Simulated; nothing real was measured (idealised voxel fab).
The process module that follows is named voxel tone inversion.
The cross-section shown here is cut; it is 210 nm wide and divided into square cells measuring 5 nm on a side.
How to read a cross-section here: the picture is a grid of square cells, written as bands going from the top down, and any band can span one or more rows of cells. Within each band entry, the heights of the top and of the bottom of the band appear first, in that order and in nm; the materials of the band then follow from left to right, each with its corresponding width in nm. The designation "full width" on a single material indicates that it fills the band from edge to edge; the designation "blank" indicates empty space. Ref level 0: as-received wafer is one material below here. Bottom band extends down with no lower bound ("0..down"). Graded width ("30..40"): value in top row of band = first number; value in bottom row = second number; row-to-row change constant. "no alterations made", as given for a step, is the statement that not any cell of the cross-section underwent a change during that step. Listed in "Cavities, sealed": every empty space of 8 or more cells without an open way to the top. Form: width x height at distance, the distance being from the left edge, all in nm. That trailing text on a step's line, after the settings, is the simulator's own remark on the step. "overlay nm" on a masked step: distance the mask lay right of its planned place, negative for left.

-- The process steps that were planned are listed below
1. RECEIVE [material Si]
2. CONFORMAL_DEP [material SiCN] [thk nm 10]
3. DIRECTIONAL_DEP [material aC] [thk nm 15]
4. PATTERN [tone cover] [mask id POSTS] [material resist] [width nm 15] [pitch nm 30] [thk nm 25] [overlay nm 0]
5. DIRECTIONAL_ETCH [etch materials aC] [depth nm 15]
6. STRIP [etch materials resist]
7. FILL_DEP [material lowk] [thk nm 10]
8. CMP [height nm 25]
9. STRIP [etch materials aC]

-- Wafer at receipt (post step 1), cross-section
  0..down | Si full width
  Cavities, sealed: none

-- Wafer cross-section at module end: first of two, run to plan
  25..10 | lowk 80 nm | blank 15 nm | lowk 15 nm | blank 15 nm | lowk 85 nm
  10..0 | SiCN full width
  0..down | Si full width
  Cavities, sealed: none

-- So this is wafer number two of the two, cut at the end of the module - it started where the first did and had the same plan, we just got one thing wrong running it
  25..10 | blank 80 nm | lowk 15 nm | blank 15 nm | lowk 15 nm | blank 85 nm
  10..0 | SiCN full width
  0..down | Si full width
  Cavities, sealed: none
Misprocessing identified: step 4 was not run as planned; what actually ran was PATTERN [tone open] [mask id POSTS] [material resist] [width nm 15] [pitch nm 30] [thk nm 25] [overlay nm 0]
At the finish, the second wafer shows more or fewer cells for some materials than the first does: lowk -90
